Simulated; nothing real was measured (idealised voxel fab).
process module | voxel lift off
cross-section cut | 225 nm wide | cells 5 nm
A cross-section is a grid of square cells, given in bands from the top down. A band is one or more rows of cells.
Each band's line starts with the height of the band's top and of its bottom, in nm. Then come its materials from left to right, each with its width in nm. One material with "throughout" fills the band from edge to edge. "air" is empty space.
Height 0 is the level under which the wafer as received is all one material. The lowest band goes on downwards, as in "0 down".
A width such as "30 to 40" changes by the same amount from each row of cells to the next, from the band's top row to its bottom row.
"no change" after a step means that no cell of the cross-section changed.
closed voids: empty space of 8 cells or more with no open way to the top, each as width x height at its distance from the left edge, in nm
after a step's settings: what the simulator itself notes on the step
overlay nm, on a step with a mask: how far to the right of its planned place the mask lay; to the left if negative
plan
1 op RECEIVE | material Si
2 op CONFORMAL_DEP | material SiO2 | thk nm 10
3 op PATTERN | tone open | mask id LINES | material resist | width nm 20 | pitch nm 50 | thk nm 20 | overlay nm 0
4 op DIRECTIONAL_DEP | material Ru | thk nm 5
5 op STRIP | etch materials resist
6 op CONFORMAL_DEP | material SiO2 | thk nm 5
first wafer, as planned
as received, after step 1
  0 down: Si throughout
  closed voids: none
after step 2
  10 to 0: SiO2 throughout
  below 0: unchanged
after step 3
  30 to 10: resist 75 | air 20 | resist 30 | air 20 | resist 80
  below 10: unchanged
after step 4
  35 to 30: Ru 75 | air 20 | Ru 30 | air 20 | Ru 80
  30 to 15: resist 75 | air 20 | resist 30 | air 20 | resist 80
  15 to 10: resist 75 | Ru 20 | resist 30 | Ru 20 | resist 80
  below 10: unchanged
after step 5
  15 to 10: air 75 | Ru 20 | air 30 | Ru 20 | air 80
  below 10: unchanged
after step 6
  20 to 15: air 70 | SiO2 30 | air 20 | SiO2 30 | air 75
  15 to 10: SiO2 75 | Ru 20 | SiO2 30 | Ru 20 | SiO2 80
  below 10: unchanged
second wafer: like start, like plan, one mistake. Through step 2 it matches the first wafer
when step 3 should have ended
  30 to 10: resist 70 | air 20 | resist 30 | air 20 | resist 85
  below 10: unchanged
when step 4 should have ended
  35 to 30: Ru 70 | air 20 | Ru 30 | air 20 | Ru 85
  30 to 15: resist 70 | air 20 | resist 30 | air 20 | resist 85
  15 to 10: resist 70 | Ru 20 | resist 30 | Ru 20 | resist 85
  below 10: unchanged
when step 5 should have ended
  15 to 10: air 70 | Ru 20 | air 30 | Ru 20 | air 85
  below 10: unchanged
when step 6 should have ended
  20 to 15: air 65 | SiO2 30 | air 20 | SiO2 30 | air 80
  15 to 10: SiO2 70 | Ru 20 | SiO2 30 | Ru 20 | SiO2 85
  below 10: unchanged
what went wrong: step 3 ran as: op PATTERN | tone open | mask id LINES | material resist | width nm 20 | pitch nm 50 | thk nm 20 | overlay nm -5
at the end the second wafer has, in cells: as many of each material as the first, in other places
